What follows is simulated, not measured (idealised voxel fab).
Process module name: voxel ribs on slabs
The width of the displayed cross-section, cut, is 275 nm; its cells are square, with a size of 5 nm.
Think of the cross-section as a grid of square cells. We describe it in bands, top to bottom, and each band covers one or more rows of those cells. Per band: top height and bottom height in nm, followed by the left-to-right materials and their widths in nm; "edge to edge" marks a single material spanning edge to edge, "air" marks empty space. It should be noted that heights are counted from 0, beneath which the wafer as supplied is of one material throughout, and that the lowest band possesses no lower boundary but continues downward, as written in "0 nm and below". Top row gets the first number, bottom row gets the second, and each row in between changes by the same step: that is how a band width like "30..40" works. For the purposes of this document, the phrase "no modification" attached to a step denotes that no cell within the cross-section was modified by that step. "Unvented internal voids" means: voids of 8 cells or more that are shut off from the top with no open way through. Written width x height at distance, distance from the left edge, in nm. Whatever follows a step's settings on its line is a remark the simulator itself makes about that step. Regarding "overlay nm": on a step with a mask, it is the distance the mask lay to the right of its planned place; a negative value places it to the left.

# So here's the lineup of process steps we planned
1: RECEIVE: material Si
2: DIRECTIONAL_DEP: material SiO2, thk nm 25
3: DIRECTIONAL_DEP: material SiN, thk nm 15
4: MASKED_ETCH: tone cover, mask id RIB, width nm 15, etch materials SiN, depth nm 10, overlay nm 0
5: PATTERN: tone cover, mask id SLAB, material resist, width nm 55, thk nm 20, overlay nm 0
6: DIRECTIONAL_ETCH: etch materials SiN, depth nm 5
7: STRIP: etch materials resist
8: FILL_DEP: material SiO2, thk nm 15
9: CMP: height nm 50
10: DIRECTIONAL_DEP: material TiN, thk nm 10
11: PATTERN: tone cover, mask id HEATER, material resist, width nm 25, thk nm 15, overlay nm 0
12: DIRECTIONAL_ETCH: etch materials TiN, depth nm 10
13: STRIP: etch materials resist
14: CONFORMAL_DEP: material SiN, thk nm 5

# Received-state cross-section, reflecting completion of step 1
* 0 nm and below = Si edge to edge
* Unvented internal voids: none

# Looking at the first of two wafers in cross-section at end of module - ran to plan
* 65 nm to 60 nm = air: 120; SiN: 35; air: 120
* 60 nm to 55 nm = air: 120; SiN: 5; TiN: 25; SiN: 5; air: 120
* 55 nm to 50 nm = SiN: 125; TiN: 25; SiN: 125
* 50 nm to 40 nm = SiO2 edge to edge
* 40 nm to 30 nm = SiO2: 130; SiN: 15; SiO2: 130
* 30 nm to 25 nm = SiO2: 110; SiN: 55; SiO2: 110
* 25 nm to 0 nm = SiO2 edge to edge
* 0 nm and below = Si edge to edge
* Unvented internal voids: none

# Here is the second of the two wafers cut open at the end of the module - same start, same plan as the first one, but we made one mistake running it
* 65 nm to 60 nm = air: 115; SiN: 35; air: 125
* 60 nm to 55 nm = air: 115; SiN: 5; TiN: 25; SiN: 5; air: 125
* 55 nm to 50 nm = SiN: 120; TiN: 25; SiN: 130
* 50 nm to 40 nm = SiO2 edge to edge
* 40 nm to 30 nm = SiO2: 130; SiN: 15; SiO2: 130
* 30 nm to 25 nm = SiO2: 110; SiN: 55; SiO2: 110
* 25 nm to 0 nm = SiO2 edge to edge
* 0 nm and below = Si edge to edge
* Unvented internal voids: none
The mistake made against the process plan was this: step 11 did not use the planned setting and instead ran as PATTERN: tone cover, mask id HEATER, material resist, width nm 25, thk nm 15, overlay nm -5
Heads up: at the end the two wafers have identical cell counts per material, they're just laid out differently.
